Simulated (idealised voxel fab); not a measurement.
process module | voxel air gaps
cross-section cut | 210 nm wide | cells 5 nm
A cross-section is a grid of square cells, given in bands from the top down. A band is one or more rows of cells.
Each band's line starts with the height of the band's top and of its bottom, in nm. Then come its materials from left to right, each with its width in nm. One material with "throughout" fills the band from edge to edge. "air" is empty space.
Height 0 is the level under which the wafer as received is all one material. The lowest band goes on downwards, as in "0 down".
A width such as "30 to 40" changes by the same amount from each row of cells to the next, from the band's top row to its bottom row.
"no change" after a step means that no cell of the cross-section changed.
closed voids: empty space of 8 cells or more with no open way to the top, each as width x height at its distance from the left edge, in nm
after a step's settings: what the simulator itself notes on the step
overlay nm, on a step with a mask: how far to the right of its planned place the mask lay; to the left if negative
plan
1 op RECEIVE | material Si
2 op CONFORMAL_DEP | material SiO2 | thk nm 15
3 op CONFORMAL_DEP | material SiCN | thk nm 5
4 op DIRECTIONAL_DEP | material lowk | thk nm 40
5 op PATTERN | tone open | mask id LINES | material resist | width nm 20 | pitch nm 45 | thk nm 20 | overlay nm 0
6 op DIRECTIONAL_ETCH | etch materials lowk | depth nm 40
7 op STRIP | etch materials resist
8 op CONFORMAL_DEP | material TiN | thk nm 5
9 op FILL_DEP | material W | thk nm 10
10 op CMP | height nm 60
11 op EPI | material Ru | thk nm 10
12 op SELECTIVE_ETCH | etch materials lowk | depth nm 50
13 op CONFORMAL_DEP | material SiCN | thk nm 5
first wafer, as planned
as received, after step 1
  0 down: Si throughout
  closed voids: none
after step 2
  15 to 0: SiO2 throughout
  below 0: unchanged
after step 3
  20 to 15: SiCN throughout
  below 15: unchanged
after step 4
  60 to 20: lowk throughout
  below 20: unchanged
after step 5
  80 to 60: resist 50 | air 20 | resist 25 | air 20 | resist 25 | air 20 | resist 50
  below 60: unchanged
after step 6
  80 to 60: resist 50 | air 20 | resist 25 | air 20 | resist 25 | air 20 | resist 50
  60 to 20: lowk 50 | air 20 | lowk 25 | air 20 | lowk 25 | air 20 | lowk 50
  below 20: unchanged
after step 7
  60 to 20: lowk 50 | air 20 | lowk 25 | air 20 | lowk 25 | air 20 | lowk 50
  below 20: unchanged
after step 8
  65 to 60: TiN 55 | air 10 | TiN 35 | air 10 | TiN 35 | air 10 | TiN 55
  60 to 25: lowk 50 | TiN 5 | air 10 | TiN 5 | lowk 25 | TiN 5 | air 10 | TiN 5 | lowk 25 | TiN 5 | air 10 | TiN 5 | lowk 50
  25 to 20: lowk 50 | TiN 20 | lowk 25 | TiN 20 | lowk 25 | TiN 20 | lowk 50
  below 20: unchanged
after step 9
  75 to 65: W throughout
  65 to 60: TiN 55 | W 10 | TiN 35 | W 10 | TiN 35 | W 10 | TiN 55
  60 to 25: lowk 50 | TiN 5 | W 10 | TiN 5 | lowk 25 | TiN 5 | W 10 | TiN 5 | lowk 25 | TiN 5 | W 10 | TiN 5 | lowk 50
  below 25: unchanged
after step 10
  60 to 25: lowk 50 | TiN 5 | W 10 | TiN 5 | lowk 25 | TiN 5 | W 10 | TiN 5 | lowk 25 | TiN 5 | W 10 | TiN 5 | lowk 50
  below 25: unchanged
after step 11
  70 to 60: air 40 | Ru 40 | air 5 | Ru 40 | air 5 | Ru 40 | air 40
  below 60: unchanged
after step 12
  70 to 60: air 40 | Ru 40 | air 5 | Ru 40 | air 5 | Ru 40 | air 40
  60 to 25: air 50 | TiN 5 | W 10 | TiN 5 | air 25 | TiN 5 | W 10 | TiN 5 | air 25 | TiN 5 | W 10 | TiN 5 | air 50
  25 to 20: air 50 | TiN 20 | air 25 | TiN 20 | air 25 | TiN 20 | air 50
  below 20: unchanged
after step 13
  75 to 70: air 35 | SiCN 140 | air 35
  70 to 60: air 35 | SiCN 5 | Ru 40 | SiCN 5 | Ru 40 | SiCN 5 | Ru 40 | SiCN 5 | air 35
  60 to 55: air 35 | SiCN 15 | TiN 5 | W 10 | TiN 5 | SiCN 25 | TiN 5 | W 10 | TiN 5 | SiCN 25 | TiN 5 | W 10 | TiN 5 | SiCN 15 | air 35
  55 to 25: air 45 | SiCN 5 | TiN 5 | W 10 | TiN 5 | SiCN 5 | air 15 | SiCN 5 | TiN 5 | W 10 | TiN 5 | SiCN 5 | air 15 | SiCN 5 | TiN 5 | W 10 | TiN 5 | SiCN 5 | air 45
  25 to 20: SiCN 50 | TiN 20 | SiCN 25 | TiN 20 | SiCN 25 | TiN 20 | SiCN 50
  below 20: unchanged
  closed voids: 15 x 30 at 75; 15 x 30 at 120
second wafer: like start, like plan, one mistake. Through step 10 it matches the first wafer
when step 11 should have ended
  80 to 60: air 30 | Ru 150 | air 30
  below 60: unchanged
when step 12 should have ended
  80 to 60: air 30 | Ru 150 | air 30
  60 to 25: air 50 | TiN 5 | W 10 | TiN 5 | lowk 25 | TiN 5 | W 10 | TiN 5 | lowk 25 | TiN 5 | W 10 | TiN 5 | air 50
  25 to 20: air 50 | TiN 20 | lowk 25 | TiN 20 | lowk 25 | TiN 20 | air 50
  below 20: unchanged
when step 13 should have ended
  85 to 80: air 25 | SiCN 160 | air 25
  80 to 60: air 25 | SiCN 5 | Ru 150 | SiCN 5 | air 25
  60 to 55: air 25 | SiCN 25 | TiN 5 | W 10 | TiN 5 | lowk 25 | TiN 5 | W 10 | TiN 5 | lowk 25 | TiN 5 | W 10 | TiN 5 | SiCN 25 | air 25
  55 to 25: air 45 | SiCN 5 | TiN 5 | W 10 | TiN 5 | lowk 25 | TiN 5 | W 10 | TiN 5 | lowk 25 | TiN 5 | W 10 | TiN 5 | SiCN 5 | air 45
  25 to 20: SiCN 50 | TiN 20 | lowk 25 | TiN 20 | lowk 25 | TiN 20 | SiCN 50
  below 20: unchanged
what went wrong: step 11 was run twice
at the end the second wafer has, in cells: 72 more of Ru | 36 fewer of SiCN | 80 more of lowk
closed voids at the end (first wafer, second wafer): 2, 0
